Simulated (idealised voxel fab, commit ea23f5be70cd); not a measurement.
Process module, titled voxel self aligned vias
Shown is cross-section cut, with a width of 255 nm and square cells of size 5 nm.
Cross-section spec: square-cell grid; bands listed top down; each band is one or more rows.
In this notation a band is specified by the heights of its top and bottom, in that order and in nm, after which its materials appear from left to right, each paired with its width in nm. The word "all across" attached to a single material means that material fills the band from edge to edge; the word "blank" stands for empty space.
Beneath 0, the wafer as received is one material, and that level is where height counting begins. The lowest band goes on downward without a bottom; it is written like "0..down".
A width such as "30 to 40" changes by the same amount from each row of cells to the next, from the band's top row to its bottom row.
Step note "changes: none" = no cross-section cell changed.
In the "Unvented cavities" entry, you get each enclosed empty space of 8 cells or more, one with no open way to the top, written width x height at distance, distance from the left edge, in nm.
Note: text after step settings on the step line = simulator remark on that step.
The "overlay nm" setting may appear on a step's line; for a step that uses a mask, it gives how far to the right of its planned position the mask lay, and a negative value indicates the left.

### Process steps foreseen in the plan
1,RECEIVE,material Si
2,CONFORMAL_DEP,material SiO2,thk nm 10
3,CONFORMAL_DEP,material SiCN,thk nm 5
4,DIRECTIONAL_DEP,material SiO2,thk nm 25
5,MASKED_ETCH,tone open,mask id LINES,width nm 25,pitch nm 60,etch materials SiO2,depth nm 25,overlay nm 0
6,CONFORMAL_DEP,material TiN,thk nm 5
7,FILL_DEP,material W,thk nm 5
8,CMP,height nm 40
9,SELECTIVE_ETCH,etch materials W Ru TiN,depth nm 10
10,FILL_DEP,material SiN,thk nm 10
11,CMP,height nm 40
12,DIRECTIONAL_DEP,material SiO2,thk nm 20
13,MASKED_ETCH,tone open,mask id VIAS,width nm 45,pitch nm 120,etch materials SiO2,depth nm 20,overlay nm 0
14,MASKED_ETCH,tone open,mask id VIAS,width nm 45,pitch nm 120,etch materials SiN,depth nm 10,overlay nm 0
15,CONFORMAL_DEP,material TiN,thk nm 5
16,FILL_DEP,material Cu,thk nm 5
17,CMP,height nm 60
18,CONFORMAL_DEP,material SiCN,thk nm 5

### Here's what the wafer looked like in cross-section when it arrived - that's after step 1
	0..down  Si all across
	Unvented cavities: none

### The following cross-section depicts the wafer upon conclusion of the module. Processing commenced from the starting condition illustrated above and adhered to the plan illustrated above, save for one mistake in execution
	65..60  SiCN all across
	60..40  SiO2 45 nm | TiN 5 nm | Cu 35 nm | TiN 5 nm | SiO2 75 nm | TiN 5 nm | Cu 35 nm | TiN 5 nm | SiO2 45 nm
	40..35  SiN 45 nm | TiN 15 nm | Cu 15 nm | TiN 15 nm | SiN 75 nm | TiN 15 nm | Cu 15 nm | TiN 15 nm | SiN 45 nm
	35..30  SiO2 55 nm | TiN 25 nm | SiO2 35 nm | SiN 25 nm | SiO2 35 nm | TiN 25 nm | SiO2 55 nm
	30..15  SiO2 55 nm | TiN 5 nm | W 15 nm | TiN 5 nm | SiO2 35 nm | TiN 5 nm | W 15 nm | TiN 5 nm | SiO2 35 nm | TiN 5 nm | W 15 nm | TiN 5 nm | SiO2 55 nm
	15..10  SiO2 55 nm | TiN 25 nm | SiO2 35 nm | TiN 25 nm | SiO2 35 nm | TiN 25 nm | SiO2 55 nm
	10..0  SiO2 all across
	0..down  Si all across
	Unvented cavities: none
Finding, execution versus plan: plan step 3 skipped
